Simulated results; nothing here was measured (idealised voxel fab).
voxel self aligned vias: a process module
cross-section cut | 165 nm wide | cells 5 nm
A cross-section is a grid of square cells, given in bands from the top down. A band is one or more rows of cells. This entry defines a band. It first specifies the height of the band's top and the height of its bottom in nm, and then specifies the band's materials from left to right, stating each material with its width in nm. The word "full width" identifies a single material that fills the band from edge to edge, while the word "air" identifies empty space. Height 0 is the level under which the wafer as received is all one material. The lowest band goes on downwards, as in "z 0 and below". A width given as "30->40" starts at the first number in the band's top row and ends at the second number in its bottom row, shifting by an equal amount at every step from row to row. The cross-section has no changed cell in any step marked "nothing was modified". For the entry "Catalogued sealed voids", the listed items are empty spaces with no open way to the top whose size is 8 cells or more; each item follows the pattern width x height at distance, where distance is from the left edge and all three are in nm. Note: text after step settings on the step line = simulator remark on that step. The setting "overlay nm" may be written on the line of a step. When the step uses a mask, the value reports how far to the right of the planned place the mask lay, and a negative value reports that it lay to the left.

[Listed below are the process steps as planned]
step 1: RECEIVE [material Si]
step 2: CONFORMAL_DEP [material SiO2] [thk nm 15]
step 3: CONFORMAL_DEP [material SiCN] [thk nm 5]
step 4: DIRECTIONAL_DEP [material lowk] [thk nm 20]
step 5: PATTERN [tone open] [mask id LINES] [material resist] [width nm 20] [pitch nm 60] [thk nm 15] [overlay nm 0]
step 6: DIRECTIONAL_ETCH [etch materials lowk] [depth nm 20]
step 7: STRIP [etch materials resist]
step 8: CONFORMAL_DEP [material TiN] [thk nm 5]
step 9: FILL_DEP [material Ru] [thk nm 10]
step 10: CMP [height nm 40]
step 11: SELECTIVE_ETCH [etch materials W Ru TiN] [depth nm 5]
step 12: FILL_DEP [material SiN] [thk nm 10]
step 13: CMP [height nm 40]
step 14: DIRECTIONAL_DEP [material lowk] [thk nm 20]
step 15: MASKED_ETCH [tone open] [mask id VIAS] [width nm 40] [etch materials lowk] [depth nm 20] [overlay nm -15]
step 16: MASKED_ETCH [tone open] [mask id VIAS] [width nm 40] [etch materials SiN] [depth nm 5] [overlay nm 0]
step 17: CONFORMAL_DEP [material TiN] [thk nm 5]
step 18: FILL_DEP [material W] [thk nm 10]
step 19: CMP [height nm 60]
step 20: CONFORMAL_DEP [material SiCN] [thk nm 5]
Wafers differ in overlay nm at step 15; plan lists the first wafer's value; identical starting state.

[Here's the first of the wafers in cross-section, just as we got it, i.e. after step 1]
> z 0 and below  Si full width
> Catalogued sealed voids: none

[Wafer cross-section (first of several) - module end, post step 20 (last step)]
> z 65 to 60  SiCN full width
> z 60 to 45  lowk 15, TiN 5, W 30, TiN 5, lowk 110
> z 45 to 40  lowk 15, TiN 30, W 5, TiN 5, lowk 110
> z 40 to 35  lowk 40, TiN 15, SiN 5, lowk 40, SiN 20, lowk 45
> z 35 to 25  lowk 40, TiN 5, Ru 10, TiN 5, lowk 40, TiN 5, Ru 10, TiN 5, lowk 45
> z 25 to 20  lowk 40, TiN 20, lowk 40, TiN 20, lowk 45
> z 20 to 15  SiCN full width
> z 15 to 0  SiO2 full width
> z 0 and below  Si full width
> Catalogued sealed voids: none

[The final wafer, sectioned at module end]
> z 65 to 60  SiCN full width
> z 60 to 45  lowk 45, TiN 5, W 30, TiN 5, lowk 80
> z 45 to 40  lowk 45, TiN 5, W 5, TiN 30, lowk 80
> z 40 to 35  lowk 40, SiN 5, TiN 15, lowk 40, SiN 20, lowk 45
> z 35 to 25  lowk 40, TiN 5, Ru 10, TiN 5, lowk 40, TiN 5, Ru 10, TiN 5, lowk 45
> z 25 to 20  lowk 40, TiN 20, lowk 40, TiN 20, lowk 45
> z 20 to 15  SiCN full width
> z 15 to 0  SiO2 full width
> z 0 and below  Si full width
> Catalogued sealed voids: none

[Per-wafer rows below. For each material: cells gained (+) or lost (-) since the wafer was received, as of end of module. Then: closed voids]
overlay nm -15 | +8 Ru | +66 SiCN | +5 SiN | +99 SiO2 | +32 TiN | +19 W | +200 lowk | Catalogued sealed voids: none
overlay nm -10 | +8 Ru | +66 SiCN | +4 SiN | +99 SiO2 | +32 TiN | +20 W | +200 lowk | Catalogued sealed voids: none
overlay nm -5 | +8 Ru | +66 SiCN | +4 SiN | +99 SiO2 | +32 TiN | +20 W | +200 lowk | Catalogued sealed voids: none
overlay nm 0 | +8 Ru | +66 SiCN | +4 SiN | +99 SiO2 | +32 TiN | +20 W | +200 lowk | Catalogued sealed voids: none
overlay nm 5 | +8 Ru | +66 SiCN | +4 SiN | +99 SiO2 | +32 TiN | +20 W | +200 lowk | Catalogued sealed voids: none
overlay nm 10 | +8 Ru | +66 SiCN | +4 SiN | +99 SiO2 | +32 TiN | +20 W | +200 lowk | Catalogued sealed voids: none
overlay nm 15 | +8 Ru | +66 SiCN | +5 SiN | +99 SiO2 | +32 TiN | +19 W | +200 lowk | Catalogued sealed voids: none
